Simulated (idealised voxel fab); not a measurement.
The document below concerns the process module designated voxel gate over fins.
Section cut is 225 nm wide and gridded with 5 nm square cells.
This document writes a cross-section as a grid whose cells are square, and gives it as bands, listed from the top down; one or more rows of cells form a band. Look at the band entry: it leads with the top's height and the bottom's height in nm. Then it lists the materials left to right, with a width in nm for each. The word "edge to edge" on a single material says that material fills the band edge to edge. The word "air" is empty space. Height datum 0, below which the as-received substrate wafer is one material. Lowest band open at the bottom, running downward: "z 0 and below". With a width like "30 to 40", each row of cells in the band differs from the next by the same amount, the top row carrying the first number and the bottom row the second. "changes: none" after a step means that no cell of the cross-section changed. This entry, "Voids, enclosed", enumerates those empty regions of no fewer than 8 cells that possess no open connection to the top. Each region is reported in the form width x height at distance, the distance being taken from the left edge, with all three quantities expressed in nm. On a step's line, text after the settings is the simulator commenting on that step. overlay nm: right-of-plan distance of the mask on a masked step; negative values mean left-of-plan.

### Listed below are the process steps as planned
1: RECEIVE, material Si
2: CONFORMAL_DEP, material SiN, thk nm 10
3: DIRECTIONAL_DEP, material aC, thk nm 15
4: PATTERN, tone cover, mask id FINS, material resist, width nm 15, pitch nm 35, thk nm 30, overlay nm 0
5: DIRECTIONAL_ETCH, etch materials aC, depth nm 15
6: STRIP, etch materials resist
7: DIRECTIONAL_ETCH, etch materials SiN, depth nm 10
8: DIRECTIONAL_ETCH, etch materials Si, depth nm 40
9: STRIP, etch materials aC
10: OXIDIZE, depth nm 5
11: FILL_DEP, material SiO2, thk nm 10
12: CMP, height nm 10
13: SELECTIVE_ETCH, etch materials SiO2, depth nm 20
14: STRIP, etch materials SiN
15: CONFORMAL_DEP, material HfO2, thk nm 5
16: CONFORMAL_DEP, material TiN, thk nm 5
17: CONFORMAL_DEP, material TiAl, thk nm 5
18: CONFORMAL_DEP, material TiN, thk nm 5
19: FILL_DEP, material W, thk nm 10
20: CMP, height nm 25
21: CONFORMAL_DEP, material SiN, thk nm 10

### Wafer cross-section on receipt, i.e. after step 1
    z 0 and below  Si edge to edge
    Voids, enclosed: none

### First wafer of two, sectioned at end of module; run went per plan
    z 35 to 25  SiN edge to edge
    z 25 to 20  W edge to edge
    z 20 to 15  W: 35  TiN: 150  W: 40
    z 15 to 10  W: 35  TiN: 5  TiAl: 140  TiN: 5  W: 40
    z 10 to 5  TiN: 40  TiAl: 5  TiN: 25  TiAl: 10  TiN: 25  TiAl: 10  TiN: 25  TiAl: 10  TiN: 25  TiAl: 5  TiN: 45
    z 5 to 0  TiAl: 45  TiN: 5  HfO2: 15  TiN: 5  TiAl: 10  TiN: 5  HfO2: 15  TiN: 5  TiAl: 10  TiN: 5  HfO2: 15  TiN: 5  TiAl: 10  TiN: 5  HfO2: 15  TiN: 5  TiAl: 50
    z 0 to -5  TiN: 50  HfO2: 5  Si: 5  HfO2: 5  TiN: 20  HfO2: 5  Si: 5  HfO2: 5  TiN: 20  HfO2: 5  Si: 5  HfO2: 5  TiN: 20  HfO2: 5  Si: 5  HfO2: 5  TiN: 55
    z -5 to -10  HfO2: 55  Si: 5  HfO2: 30  Si: 5  HfO2: 30  Si: 5  HfO2: 30  Si: 5  HfO2: 60
    z -10 to -45  SiO2: 55  Si: 5  SiO2: 30  Si: 5  SiO2: 30  Si: 5  SiO2: 30  Si: 5  SiO2: 60
    z -45 and below  Si edge to edge
    Voids, enclosed: none

### Cross-sectional image of the second wafer of the two following completion of the module. Starting state and process plan were the same as for the first wafer; one execution error occurred
    z 35 to 25  SiN edge to edge
    z 25 to 20  W edge to edge
    z 20 to 15  W: 35  TiN: 150  W: 40
    z 15 to 10  W: 35  TiN: 5  TiAl: 140  TiN: 5  W: 40
    z 10 to 5  TiN: 40  TiAl: 5  TiN: 25  TiAl: 10  TiN: 25  TiAl: 10  TiN: 25  TiAl: 10  TiN: 25  TiAl: 5  TiN: 45
    z 5 to 0  TiAl: 45  TiN: 5  HfO2: 15  TiN: 5  TiAl: 10  TiN: 5  HfO2: 15  TiN: 5  TiAl: 10  TiN: 5  HfO2: 15  TiN: 5  TiAl: 10  TiN: 5  HfO2: 15  TiN: 5  TiAl: 50
    z 0 to -5  TiN: 50  HfO2: 5  Si: 5  HfO2: 5  TiN: 20  HfO2: 5  Si: 5  HfO2: 5  TiN: 20  HfO2: 5  Si: 5  HfO2: 5  TiN: 20  HfO2: 5  Si: 5  HfO2: 5  TiN: 55
    z -5 to -10  HfO2: 55  Si: 5  HfO2: 30  Si: 5  HfO2: 30  Si: 5  HfO2: 30  Si: 5  HfO2: 60
    z -10 to -40  SiO2: 55  Si: 5  SiO2: 30  Si: 5  SiO2: 30  Si: 5  SiO2: 30  Si: 5  SiO2: 60
    z -40 and below  Si edge to edge
    Voids, enclosed: none
Want to know what went wrong? for step 8, the planned setting was not used; the step was instead run as DIRECTIONAL_ETCH, etch materials Si, depth nm 35
Cell-count delta at end, second wafer over first, by material: +41 Si, -41 SiO2
